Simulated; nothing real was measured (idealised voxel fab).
Name of the process module below: voxel tone inversion
The width of the displayed cross-section, cut, is 210 nm; its cells are square, with a size of 5 nm.
Cross-section layout: square cells on a grid; listed as bands, top to bottom; a band spans one or more cell rows. Band: top and bottom heights (nm) first, top before bottom; then materials from left to right, widths in nm. "throughout" marks a sole material filling the band edge to edge. "air" denotes empty space. The level at which height equals 0 is the one under which the wafer, as it arrives, is entirely one material. No lower edge exists for the bottom band, which continues downward and is notated as in "0 nm and below". With a width like "30 to 40", each row of cells in the band differs from the next by the same amount, the top row carrying the first number and the bottom row the second. It should be understood that the words "stayed the same", when stated for a given step, signify that the cross-section underwent no change in any of its cells during that step. Under "Enclosed voids" you'll find the enclosed gaps, the ones with no way out to the top, that are 8 cells or bigger; each reads width x height at distance, with distance counted from the left edge, everything in nm. If you see something after the settings on a step's line, that's the simulator's own remark about that step. Steps that use a mask can have "overlay nm" on their line. It says how far the mask sat to the right of where it was meant to be. Negative means to the left.
[Steps in the process plan]
- 1: RECEIVE [material Si]
- 2: CONFORMAL_DEP [material SiCN] [thk nm 5]
- 3: DIRECTIONAL_DEP [material aC] [thk nm 20]
- 4: PATTERN [tone cover] [mask id POSTS] [material resist] [width nm 15] [pitch nm 45] [thk nm 30] [overlay nm 0]
- 5: DIRECTIONAL_ETCH [etch materials aC] [depth nm 20]
- 6: STRIP [etch materials resist]
- 7: FILL_DEP [material SiO2] [thk nm 5]
- 8: CMP [height nm 25]
- 9: STRIP [etch materials aC]
[First out of two wafers; run went to plan]
[Cross-section: wafer on arrival = after step 1]
  0 nm and below  Si throughout
  Enclosed voids: none
[Presented here is a cross-section of the wafer after step 2 has been performed]
  5 nm to 0 nm  SiCN throughout
  Anything lower than 0 is untouched.
[Presented here is a cross-section of the wafer after step 3 has been performed]
  25 nm to 5 nm  aC throughout
  Anything lower than 5 is untouched.
[Presented here is a cross-section of the wafer after step 4 has been performed]
  55 nm to 25 nm  air (75) | resist (15) | air (30) | resist (15) | air (75)
  Anything lower than 25 is untouched.
[Presented here is a cross-section of the wafer after step 5 has been performed]
  35 nm to 25 nm  air (75) | resist (15) | air (30) | resist (15) | air (75)
  25 nm to 5 nm  air (75) | aC (15) | air (30) | aC (15) | air (75)
  Anything lower than 5 is untouched.
[Presented here is a cross-section of the wafer after step 6 has been performed]
  25 nm to 5 nm  air (75) | aC (15) | air (30) | aC (15) | air (75)
  Anything lower than 5 is untouched.
[Presented here is a cross-section of the wafer after step 7 has been performed]
  30 nm to 25 nm  SiO2 throughout
  25 nm to 5 nm  SiO2 (75) | aC (15) | SiO2 (30) | aC (15) | SiO2 (75)
  Anything lower than 5 is untouched.
[Presented here is a cross-section of the wafer after step 8 has been performed]
  25 nm to 5 nm  SiO2 (75) | aC (15) | SiO2 (30) | aC (15) | SiO2 (75)
  Anything lower than 5 is untouched.
[Presented here is a cross-section of the wafer after step 9 has been performed]
  25 nm to 5 nm  SiO2 (75) | air (15) | SiO2 (30) | air (15) | SiO2 (75)
  Anything lower than 5 is untouched.
[The second wafer began exactly as the first did and followed the same plan, but one mistake was made while running it; through step 3 inclusive, the two wafers are identical]
[Second wafer at the planned finish of step 4, seen in cross-section]
  55 nm to 25 nm  air (75) | resist (20) | air (25) | resist (20) | air (70)
  Anything lower than 25 is untouched.
[Second wafer at the planned finish of step 5, seen in cross-section]
  35 nm to 25 nm  air (75) | resist (20) | air (25) | resist (20) | air (70)
  25 nm to 5 nm  air (75) | aC (20) | air (25) | aC (20) | air (70)
  Anything lower than 5 is untouched.
[Second wafer at the planned finish of step 6, seen in cross-section]
  25 nm to 5 nm  air (75) | aC (20) | air (25) | aC (20) | air (70)
  Anything lower than 5 is untouched.
[Second wafer at the planned finish of step 7, seen in cross-section]
  30 nm to 25 nm  SiO2 throughout
  25 nm to 5 nm  SiO2 (75) | aC (20) | SiO2 (25) | aC (20) | SiO2 (70)
  Anything lower than 5 is untouched.
[Second wafer at the planned finish of step 8, seen in cross-section]
  25 nm to 5 nm  SiO2 (75) | aC (20) | SiO2 (25) | aC (20) | SiO2 (70)
  Anything lower than 5 is untouched.
[Second wafer at the planned finish of step 9, seen in cross-section]
  25 nm to 5 nm  SiO2 (75) | air (20) | SiO2 (25) | air (20) | SiO2 (70)
  Anything lower than 5 is untouched.
The plan and the run diverged here: step 4 was not run as planned; what actually ran was PATTERN [tone cover] [mask id POSTS] [material resist] [width nm 20] [pitch nm 45] [thk nm 30] [overlay nm 0]
Per the end-of-run cell counts, the second wafer holds more or fewer of some materials than the first: -8 SiO2
